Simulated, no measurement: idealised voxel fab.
Name of the process module below: voxel self aligned vias
Cross-section cut: width 245 nm, square cells of 5 nm.
We lay out every cross-section as a grid of square cells and spell it out in bands from the top down, where one band means one or more rows of cells.
Read a band's entry like this: the first values are the height of its top and the height of its bottom in nm, and what follows is the sequence of materials from left to right, each with its width in nm. Note that "air" is empty space, and that a single material marked "full width" reaches across the band from edge to edge.
Heads up on the height convention: 0 is the point under which the incoming wafer is all one material, and the lowest band has no bottom, it just keeps going down, like "0..down".
Per-row width for "30 to 40": begins at first number (top row of band), ends at second number (bottom row), increment between rows held constant.
A step reported as "no alterations made" is a step in which no cell of the cross-section changed.
Empty spaces counting at least 8 cells and having no open way to the top are listed in "Sealed-off cavities". The notation width x height at distance is used for each, the distance being from the left edge and all three values in nm.
Text after the settings on a step's line: the simulator's own remark on that step.
The line of a step may include "overlay nm". On a step with a mask, this value is how far to the right of its planned place the mask lay. A negative value means the mask lay to the left.

These are the steps we planned for the process
1. op RECEIVE | material Si
2. op CONFORMAL_DEP | material SiO2 | thk nm 15
3. op CONFORMAL_DEP | material SiCN | thk nm 5
4. op DIRECTIONAL_DEP | material lowk | thk nm 20
5. op DIRECTIONAL_DEP | material aC | thk nm 10
6. op PATTERN | tone open | mask id LINES | material resist | width nm 30 | pitch nm 70 | thk nm 30 | overlay nm 0
7. op DIRECTIONAL_ETCH | etch materials aC | depth nm 10
8. op STRIP | etch materials resist
9. op DIRECTIONAL_ETCH | etch materials lowk | depth nm 20
10. op STRIP | etch materials aC
11. op CONFORMAL_DEP | material TiN | thk nm 5
12. op FILL_DEP | material W | thk nm 10
13. op CMP | height nm 40
14. op SELECTIVE_ETCH | etch materials W Ru TiN | depth nm 10
15. op FILL_DEP | material SiN | thk nm 10
16. op CMP | height nm 40
17. op DIRECTIONAL_DEP | material lowk | thk nm 20
18. op PATTERN | tone open | mask id VIAS | material resist | width nm 40 | pitch nm 70 | thk nm 15 | overlay nm 0
19. op DIRECTIONAL_ETCH | etch materials lowk | depth nm 20
20. op DIRECTIONAL_ETCH | etch materials SiN | depth nm 10
21. op STRIP | etch materials resist
22. op CONFORMAL_DEP | material TiN | thk nm 5
23. op FILL_DEP | material Ru | thk nm 10
24. op CMP | height nm 60
25. op CONFORMAL_DEP | material SiCN | thk nm 5

Account of the first of two wafers, which was processed as intended

As received (post step 1): cross-section
0..down: Si full width
Sealed-off cavities: none

after step 2
15..0: SiO2 full width
Below 0 it's all the same as before, nothing changed down there.

after step 3
20..15: SiCN full width
Below 15 it's all the same as before, nothing changed down there.

after step 4
40..20: lowk full width
Below 20 it's all the same as before, nothing changed down there.

after step 5
50..40: aC full width
Below 40 it's all the same as before, nothing changed down there.

after step 6
80..50: resist 35 nm, then air 30 nm, then resist 40 nm, then air 30 nm, then resist 40 nm, then air 30 nm, then resist 40 nm
Below 50 it's all the same as before, nothing changed down there.

after step 7
70..50: resist 35 nm, then air 30 nm, then resist 40 nm, then air 30 nm, then resist 40 nm, then air 30 nm, then resist 40 nm
50..40: aC 35 nm, then air 30 nm, then aC 40 nm, then air 30 nm, then aC 40 nm, then air 30 nm, then aC 40 nm
Below 40 it's all the same as before, nothing changed down there.

after step 8
50..40: aC 35 nm, then air 30 nm, then aC 40 nm, then air 30 nm, then aC 40 nm, then air 30 nm, then aC 40 nm
Below 40 it's all the same as before, nothing changed down there.

after step 9
50..40: aC 35 nm, then air 30 nm, then aC 40 nm, then air 30 nm, then aC 40 nm, then air 30 nm, then aC 40 nm
40..20: lowk 35 nm, then air 30 nm, then lowk 40 nm, then air 30 nm, then lowk 40 nm, then air 30 nm, then lowk 40 nm
Below 20 it's all the same as before, nothing changed down there.

after step 10
40..20: lowk 35 nm, then air 30 nm, then lowk 40 nm, then air 30 nm, then lowk 40 nm, then air 30 nm, then lowk 40 nm
Below 20 it's all the same as before, nothing changed down there.

after step 11
45..40: TiN 40 nm, then air 20 nm, then TiN 50 nm, then air 20 nm, then TiN 50 nm, then air 20 nm, then TiN 45 nm
40..25: lowk 35 nm, then TiN 5 nm, then air 20 nm, then TiN 5 nm, then lowk 40 nm, then TiN 5 nm, then air 20 nm, then TiN 5 nm, then lowk 40 nm, then TiN 5 nm, then air 20 nm, then TiN 5 nm, then lowk 40 nm
25..20: lowk 35 nm, then TiN 30 nm, then lowk 40 nm, then TiN 30 nm, then lowk 40 nm, then TiN 30 nm, then lowk 40 nm
Below 20 it's all the same as before, nothing changed down there.

after step 12
55..45: W full width
45..40: TiN 40 nm, then W 20 nm, then TiN 50 nm, then W 20 nm, then TiN 50 nm, then W 20 nm, then TiN 45 nm
40..25: lowk 35 nm, then TiN 5 nm, then W 20 nm, then TiN 5 nm, then lowk 40 nm, then TiN 5 nm, then W 20 nm, then TiN 5 nm, then lowk 40 nm, then TiN 5 nm, then W 20 nm, then TiN 5 nm, then lowk 40 nm
Below 25 it's all the same as before, nothing changed down there.

after step 13
40..25: lowk 35 nm, then TiN 5 nm, then W 20 nm, then TiN 5 nm, then lowk 40 nm, then TiN 5 nm, then W 20 nm, then TiN 5 nm, then lowk 40 nm, then TiN 5 nm, then W 20 nm, then TiN 5 nm, then lowk 40 nm
Below 25 it's all the same as before, nothing changed down there.

after step 14
40..30: lowk 35 nm, then air 30 nm, then lowk 40 nm, then air 30 nm, then lowk 40 nm, then air 30 nm, then lowk 40 nm
Below 30 it's all the same as before, nothing changed down there.

after step 15
50..40: SiN full width
40..30: lowk 35 nm, then SiN 30 nm, then lowk 40 nm, then SiN 30 nm, then lowk 40 nm, then SiN 30 nm, then lowk 40 nm
Below 30 it's all the same as before, nothing changed down there.

after step 16
40..30: lowk 35 nm, then SiN 30 nm, then lowk 40 nm, then SiN 30 nm, then lowk 40 nm, then SiN 30 nm, then lowk 40 nm
Below 30 it's all the same as before, nothing changed down there.

after step 17
60..40: lowk full width
Below 40 it's all the same as before, nothing changed down there.

after step 18
75..60: resist 30 nm, then air 40 nm, then resist 30 nm, then air 40 nm, then resist 30 nm, then air 40 nm, then resist 35 nm
Below 60 it's all the same as before, nothing changed down there.

after step 19
75..60: resist 30 nm, then air 40 nm, then resist 30 nm, then air 40 nm, then resist 30 nm, then air 40 nm, then resist 35 nm
60..40: lowk 30 nm, then air 40 nm, then lowk 30 nm, then air 40 nm, then lowk 30 nm, then air 40 nm, then lowk 35 nm
Below 40 it's all the same as before, nothing changed down there.

after step 20
75..60: resist 30 nm, then air 40 nm, then resist 30 nm, then air 40 nm, then resist 30 nm, then air 40 nm, then resist 35 nm
60..40: lowk 30 nm, then air 40 nm, then lowk 30 nm, then air 40 nm, then lowk 30 nm, then air 40 nm, then lowk 35 nm
40..30: lowk 35 nm, then air 30 nm, then lowk 40 nm, then air 30 nm, then lowk 40 nm, then air 30 nm, then lowk 40 nm
Below 30 it's all the same as before, nothing changed down there.

after step 21
60..40: lowk 30 nm, then air 40 nm, then lowk 30 nm, then air 40 nm, then lowk 30 nm, then air 40 nm, then lowk 35 nm
Below 40 it's all the same as before, nothing changed down there.

after step 22
65..60: TiN 35 nm, then air 30 nm, then TiN 40 nm, then air 30 nm, then TiN 40 nm, then air 30 nm, then TiN 40 nm
60..45: lowk 30 nm, then TiN 5 nm, then air 30 nm, then TiN 5 nm, then lowk 30 nm, then TiN 5 nm, then air 30 nm, then TiN 5 nm, then lowk 30 nm, then TiN 5 nm, then air 30 nm, then TiN 5 nm, then lowk 35 nm
45..35: lowk 30 to 35 nm, then TiN 10 to 5 nm, then air 20 nm, then TiN 10 to 5 nm, then lowk 30 to 40 nm, then TiN 10 to 5 nm, then air 20 nm, then TiN 10 to 5 nm, then lowk 30 to 40 nm, then TiN 10 to 5 nm, then air 20 nm, then TiN 10 to 5 nm, then lowk 35 to 40 nm
35..30: lowk 35 nm, then TiN 30 nm, then lowk 40 nm, then TiN 30 nm, then lowk 40 nm, then TiN 30 nm, then lowk 40 nm
Below 30 it's all the same as before, nothing changed down there.

after step 23
75..65: Ru full width
65..60: TiN 35 nm, then Ru 30 nm, then TiN 40 nm, then Ru 30 nm, then TiN 40 nm, then Ru 30 nm, then TiN 40 nm
60..45: lowk 30 nm, then TiN 5 nm, then Ru 30 nm, then TiN 5 nm, then lowk 30 nm, then TiN 5 nm, then Ru 30 nm, then TiN 5 nm, then lowk 30 nm, then TiN 5 nm, then Ru 30 nm, then TiN 5 nm, then lowk 35 nm
45..35: lowk 30 to 35 nm, then TiN 10 to 5 nm, then Ru 20 nm, then TiN 10 to 5 nm, then lowk 30 to 40 nm, then TiN 10 to 5 nm, then Ru 20 nm, then TiN 10 to 5 nm, then lowk 30 to 40 nm, then TiN 10 to 5 nm, then Ru 20 nm, then TiN 10 to 5 nm, then lowk 35 to 40 nm
Below 35 it's all the same as before, nothing changed down there.

after step 24
60..45: lowk 30 nm, then TiN 5 nm, then Ru 30 nm, then TiN 5 nm, then lowk 30 nm, then TiN 5 nm, then Ru 30 nm, then TiN 5 nm, then lowk 30 nm, then TiN 5 nm, then Ru 30 nm, then TiN 5 nm, then lowk 35 nm
Below 45 it's all the same as before, nothing changed down there.

after step 25
65..60: SiCN full width
Below 60 it's all the same as before, nothing changed down there.

Regarding the second of the two wafers: it shared the first wafer's starting condition and process plan, yet one error occurred during its execution. Its history coincides with that of the first wafer up to and including step 1

Cross-section of the second wafer corresponding to the planned conclusion of step 2
10..0: SiO2 full width
Below 0 it's all the same as before, nothing changed down there.

Cross-section of the second wafer corresponding to the planned conclusion of step 3
15..10: SiCN full width
Below 10 it's all the same as before, nothing changed down there.

Cross-section of the second wafer corresponding to the planned conclusion of step 4
35..15: lowk full width
Below 15 it's all the same as before, nothing changed down there.

Cross-section of the second wafer corresponding to the planned conclusion of step 5
45..35: aC full width
Below 35 it's all the same as before, nothing changed down there.

Cross-section of the second wafer corresponding to the planned conclusion of step 6
75..45: resist 35 nm, then air 30 nm, then resist 40 nm, then air 30 nm, then resist 40 nm, then air 30 nm, then resist 40 nm
Below 45 it's all the same as before, nothing changed down there.

Cross-section of the second wafer corresponding to the planned conclusion of step 7
65..45: resist 35 nm, then air 30 nm, then resist 40 nm, then air 30 nm, then resist 40 nm, then air 30 nm, then resist 40 nm
45..35: aC 35 nm, then air 30 nm, then aC 40 nm, then air 30 nm, then aC 40 nm, then air 30 nm, then aC 40 nm
Below 35 it's all the same as before, nothing changed down there.

Cross-section of the second wafer corresponding to the planned conclusion of step 8
45..35: aC 35 nm, then air 30 nm, then aC 40 nm, then air 30 nm, then aC 40 nm, then air 30 nm, then aC 40 nm
Below 35 it's all the same as before, nothing changed down there.

Cross-section of the second wafer corresponding to the planned conclusion of step 9
45..35: aC 35 nm, then air 30 nm, then aC 40 nm, then air 30 nm, then aC 40 nm, then air 30 nm, then aC 40 nm
35..15: lowk 35 nm, then air 30 nm, then lowk 40 nm, then air 30 nm, then lowk 40 nm, then air 30 nm, then lowk 40 nm
Below 15 it's all the same as before, nothing changed down there.

Cross-section of the second wafer corresponding to the planned conclusion of step 10
35..15: lowk 35 nm, then air 30 nm, then lowk 40 nm, then air 30 nm, then lowk 40 nm, then air 30 nm, then lowk 40 nm
Below 15 it's all the same as before, nothing changed down there.

Cross-section of the second wafer corresponding to the planned conclusion of step 11
40..35: TiN 40 nm, then air 20 nm, then TiN 50 nm, then air 20 nm, then TiN 50 nm, then air 20 nm, then TiN 45 nm
35..20: lowk 35 nm, then TiN 5 nm, then air 20 nm, then TiN 5 nm, then lowk 40 nm, then TiN 5 nm, then air 20 nm, then TiN 5 nm, then lowk 40 nm, then TiN 5 nm, then air 20 nm, then TiN 5 nm, then lowk 40 nm
20..15: lowk 35 nm, then TiN 30 nm, then lowk 40 nm, then TiN 30 nm, then lowk 40 nm, then TiN 30 nm, then lowk 40 nm
Below 15 it's all the same as before, nothing changed down there.

Cross-section of the second wafer corresponding to the planned conclusion of step 12
50..40: W full width
40..35: TiN 40 nm, then W 20 nm, then TiN 50 nm, then W 20 nm, then TiN 50 nm, then W 20 nm, then TiN 45 nm
35..20: lowk 35 nm, then TiN 5 nm, then W 20 nm, then TiN 5 nm, then lowk 40 nm, then TiN 5 nm, then W 20 nm, then TiN 5 nm, then lowk 40 nm, then TiN 5 nm, then W 20 nm, then TiN 5 nm, then lowk 40 nm
Below 20 it's all the same as before, nothing changed down there.

Cross-section of the second wafer corresponding to the planned conclusion of step 13
40..35: TiN 40 nm, then W 20 nm, then TiN 50 nm, then W 20 nm, then TiN 50 nm, then W 20 nm, then TiN 45 nm
Below 35 it's all the same as before, nothing changed down there.

Cross-section of the second wafer corresponding to the planned conclusion of step 14
35..30: lowk 35 nm, then air 30 nm, then lowk 40 nm, then air 30 nm, then lowk 40 nm, then air 30 nm, then lowk 40 nm
Below 30 it's all the same as before, nothing changed down there.

Cross-section of the second wafer corresponding to the planned conclusion of step 15
45..35: SiN full width
35..30: lowk 35 nm, then SiN 30 nm, then lowk 40 nm, then SiN 30 nm, then lowk 40 nm, then SiN 30 nm, then lowk 40 nm
Below 30 it's all the same as before, nothing changed down there.

Cross-section of the second wafer corresponding to the planned conclusion of step 16
40..35: SiN full width
Below 35 it's all the same as before, nothing changed down there.

Cross-section of the second wafer corresponding to the planned conclusion of step 17
60..40: lowk full width
Below 40 it's all the same as before, nothing changed down there.

Cross-section of the second wafer corresponding to the planned conclusion of step 18
75..60: resist 30 nm, then air 40 nm, then resist 30 nm, then air 40 nm, then resist 30 nm, then air 40 nm, then resist 35 nm
Below 60 it's all the same as before, nothing changed down there.

Cross-section of the second wafer corresponding to the planned conclusion of step 19
75..60: resist 30 nm, then air 40 nm, then resist 30 nm, then air 40 nm, then resist 30 nm, then air 40 nm, then resist 35 nm
60..40: lowk 30 nm, then air 40 nm, then lowk 30 nm, then air 40 nm, then lowk 30 nm, then air 40 nm, then lowk 35 nm
Below 40 it's all the same as before, nothing changed down there.

Cross-section of the second wafer corresponding to the planned conclusion of step 20
75..60: resist 30 nm, then air 40 nm, then resist 30 nm, then air 40 nm, then resist 30 nm, then air 40 nm, then resist 35 nm
60..40: lowk 30 nm, then air 40 nm, then lowk 30 nm, then air 40 nm, then lowk 30 nm, then air 40 nm, then lowk 35 nm
40..35: SiN 30 nm, then air 40 nm, then SiN 30 nm, then air 40 nm, then SiN 30 nm, then air 40 nm, then SiN 35 nm
35..30: lowk 35 nm, then air 30 nm, then lowk 40 nm, then air 30 nm, then lowk 40 nm, then air 30 nm, then lowk 40 nm
Below 30 it's all the same as before, nothing changed down there.

Cross-section of the second wafer corresponding to the planned conclusion of step 21
60..40: lowk 30 nm, then air 40 nm, then lowk 30 nm, then air 40 nm, then lowk 30 nm, then air 40 nm, then lowk 35 nm
Below 40 it's all the same as before, nothing changed down there.

Cross-section of the second wafer corresponding to the planned conclusion of step 22
65..60: TiN 35 nm, then air 30 nm, then TiN 40 nm, then air 30 nm, then TiN 40 nm, then air 30 nm, then TiN 40 nm
60..40: lowk 30 nm, then TiN 5 nm, then air 30 nm, then TiN 5 nm, then lowk 30 nm, then TiN 5 nm, then air 30 nm, then TiN 5 nm, then lowk 30 nm, then TiN 5 nm, then air 30 nm, then TiN 5 nm, then lowk 35 nm
40..35: SiN 30 nm, then TiN 10 nm, then air 20 nm, then TiN 10 nm, then SiN 30 nm, then TiN 10 nm, then air 20 nm, then TiN 10 nm, then SiN 30 nm, then TiN 10 nm, then air 20 nm, then TiN 10 nm, then SiN 35 nm
35..30: lowk 35 nm, then TiN 30 nm, then lowk 40 nm, then TiN 30 nm, then lowk 40 nm, then TiN 30 nm, then lowk 40 nm
Below 30 it's all the same as before, nothing changed down there.

Cross-section of the second wafer corresponding to the planned conclusion of step 23
75..65: Ru full width
65..60: TiN 35 nm, then Ru 30 nm, then TiN 40 nm, then Ru 30 nm, then TiN 40 nm, then Ru 30 nm, then TiN 40 nm
60..40: lowk 30 nm, then TiN 5 nm, then Ru 30 nm, then TiN 5 nm, then lowk 30 nm, then TiN 5 nm, then Ru 30 nm, then TiN 5 nm, then lowk 30 nm, then TiN 5 nm, then Ru 30 nm, then TiN 5 nm, then lowk 35 nm
40..35: SiN 30 nm, then TiN 10 nm, then Ru 20 nm, then TiN 10 nm, then SiN 30 nm, then TiN 10 nm, then Ru 20 nm, then TiN 10 nm, then SiN 30 nm, then TiN 10 nm, then Ru 20 nm, then TiN 10 nm, then SiN 35 nm
Below 35 it's all the same as before, nothing changed down there.

Cross-section of the second wafer corresponding to the planned conclusion of step 24
60..40: lowk 30 nm, then TiN 5 nm, then Ru 30 nm, then TiN 5 nm, then lowk 30 nm, then TiN 5 nm, then Ru 30 nm, then TiN 5 nm, then lowk 30 nm, then TiN 5 nm, then Ru 30 nm, then TiN 5 nm, then lowk 35 nm
Below 40 it's all the same as before, nothing changed down there.

Cross-section of the second wafer corresponding to the planned conclusion of step 25
65..60: SiCN full width
Below 60 it's all the same as before, nothing changed down there.
Against the plan, the run slipped here: step 2 was run on a setting that differed from the plan, and what really ran there is op CONFORMAL_DEP | material SiO2 | thk nm 10
Final wafer comparison in cells, second versus first, more or fewer per material: Ru +6 | SiN +25 | SiO2 -49 | TiN +6 | W +12
